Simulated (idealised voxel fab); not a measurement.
process module | voxel transistor to metal
cross-section cut | 185 nm wide | cells 5 nm
A cross-section is a grid of square cells, given in bands from the top down. A band is one or more rows of cells.
Each band's line starts with the height of the band's top and of its bottom, in nm. Then come its materials from left to right, each with its width in nm. One material with "throughout" fills the band from edge to edge. "air" is empty space.
Height 0 is the level under which the wafer as received is all one material. The lowest band goes on downwards, as in "0 down".
A width such as "30 to 40" changes by the same amount from each row of cells to the next, from the band's top row to its bottom row.
"no change" after a step means that no cell of the cross-section changed.
closed voids: empty space of 8 cells or more with no open way to the top, each as width x height at its distance from the left edge, in nm
after a step's settings: what the simulator itself notes on the step
overlay nm, on a step with a mask: how far to the right of its planned place the mask lay; to the left if negative
plan
1 op RECEIVE | material Si
2 op OXIDIZE | depth nm 5
3 op CONFORMAL_DEP | material SiN | thk nm 15
4 op DIRECTIONAL_DEP | material aC | thk nm 10
5 op PATTERN | tone cover | mask id ACTIVE | material resist | width nm 105 | thk nm 30 | overlay nm 0
6 op DIRECTIONAL_ETCH | etch materials aC | depth nm 10
7 op STRIP | etch materials resist
8 op DIRECTIONAL_ETCH | etch materials SiN | depth nm 15
9 op DIRECTIONAL_ETCH | etch materials SiO2 | depth nm 5
10 op DIRECTIONAL_ETCH | etch materials Si | depth nm 35
11 op STRIP | etch materials aC
12 op FILL_DEP | material SiO2 | thk nm 10
13 op CMP | height nm 15
14 op SELECTIVE_ETCH | etch materials SiO2 | depth nm 10
15 op STRIP | etch materials SiN
16 op SELECTIVE_ETCH | etch materials SiO2 | depth nm 5
17 op OXIDIZE | depth nm 5
18 op DIRECTIONAL_DEP | material polySi | thk nm 20
19 op DIRECTIONAL_DEP | material SiCN | thk nm 10
20 op MASKED_ETCH | tone cover | mask id GATE | width nm 25 | etch materials SiCN | depth nm 20 | overlay nm 0
21 op MASKED_ETCH | tone cover | mask id GATE | width nm 25 | etch materials polySi | depth nm 30 | overlay nm 0
22 op CONFORMAL_DEP | material SiN | thk nm 5
23 op DIRECTIONAL_ETCH | etch materials SiN | depth nm 5
24 op DIRECTIONAL_ETCH | etch materials SiO2 | depth nm 5
25 op DIRECTIONAL_ETCH | etch materials Si | depth nm 10
26 op EPI | material pSi | thk nm 10
27 op FILL_DEP | material SiO2 | thk nm 10
28 op CMP | height nm 25
29 op DIRECTIONAL_DEP | material SiO2 | thk nm 10
30 op PATTERN | tone open | mask id CONTACT | material resist | width nm 30 | pitch nm 65 | thk nm 15 | overlay nm 0
31 op DIRECTIONAL_ETCH | etch materials SiO2 | depth nm 45
32 op STRIP | etch materials resist
33 op CONFORMAL_DEP | material TiN | thk nm 5
34 op FILL_DEP | material Ru | thk nm 10
35 op CMP | height nm 35
36 op DIRECTIONAL_DEP | material TiN | thk nm 5
37 op DIRECTIONAL_DEP | material W | thk nm 20
38 op DIRECTIONAL_DEP | material aC | thk nm 15
39 op PATTERN | tone cover | mask id METAL_1 | material resist | width nm 15 | pitch nm 80 | thk nm 35 | overlay nm 0
40 op DIRECTIONAL_ETCH | etch materials aC | depth nm 15
41 op STRIP | etch materials resist
42 op DIRECTIONAL_ETCH | etch materials W | depth nm 20
43 op DIRECTIONAL_ETCH | etch materials TiN | depth nm 5
44 op STRIP | etch materials aC
45 op FILL_DEP | material SiO2 | thk nm 10
46 op CMP | height nm 60
47 op CONFORMAL_DEP | material SiCN | thk nm 5
48 op DIRECTIONAL_DEP | material lowk | thk nm 30
49 op DIRECTIONAL_DEP | material aC | thk nm 10
50 op PATTERN | tone open | mask id METAL_2 | material resist | width nm 15 | pitch nm 80 | thk nm 25 | overlay nm 0
51 op DIRECTIONAL_ETCH | etch materials aC | depth nm 10
52 op STRIP | etch materials resist
53 op DIRECTIONAL_ETCH | etch materials lowk | depth nm 15
54 op STRIP | etch materials aC
55 op DIRECTIONAL_DEP | material aC | thk nm 10
56 op PATTERN | tone open | mask id METAL_2_HOLES | material resist | width nm 15 | pitch nm 80 | thk nm 25 | overlay nm 0
57 op DIRECTIONAL_ETCH | etch materials aC | depth nm 10
58 op STRIP | etch materials resist
59 op DIRECTIONAL_ETCH | etch materials lowk | depth nm 15
60 op DIRECTIONAL_ETCH | etch materials SiCN | depth nm 5
61 op STRIP | etch materials aC
62 op CONFORMAL_DEP | material TiN | thk nm 5
63 op FILL_DEP | material Cu | thk nm 10
64 op CMP | height nm 95
65 op CONFORMAL_DEP | material SiCN | thk nm 5
varied across the wafers: thk nm of step 47. The plan shows the first wafer's value. All wafers start alike
first wafer as received, after step 1
  0 down: Si throughout
  closed voids: none
each wafer at the end: cells of each material gained (+) or lost (-) since it was received, then its closed voids
thk nm 5 | +12 Cu | +56 Ru | -198 Si | +78 SiCN | +14 SiN | +432 SiO2 | +80 TiN | +24 W | +186 lowk | +36 pSi | +20 polySi | closed voids: none
thk nm 10 | +10 Cu | +56 Ru | -198 Si | +115 SiCN | +14 SiN | +432 SiO2 | +76 TiN | +24 W | +155 lowk | +36 pSi | +20 polySi | closed voids: none
thk nm 15 | +8 Cu | +56 Ru | -198 Si | +152 SiCN | +14 SiN | +432 SiO2 | +72 TiN | +24 W | +124 lowk | +36 pSi | +20 polySi | closed voids: none
thk nm 20 | +6 Cu | +56 Ru | -198 Si | +189 SiCN | +14 SiN | +432 SiO2 | +68 TiN | +24 W | +93 lowk | +36 pSi | +20 polySi | closed voids: none
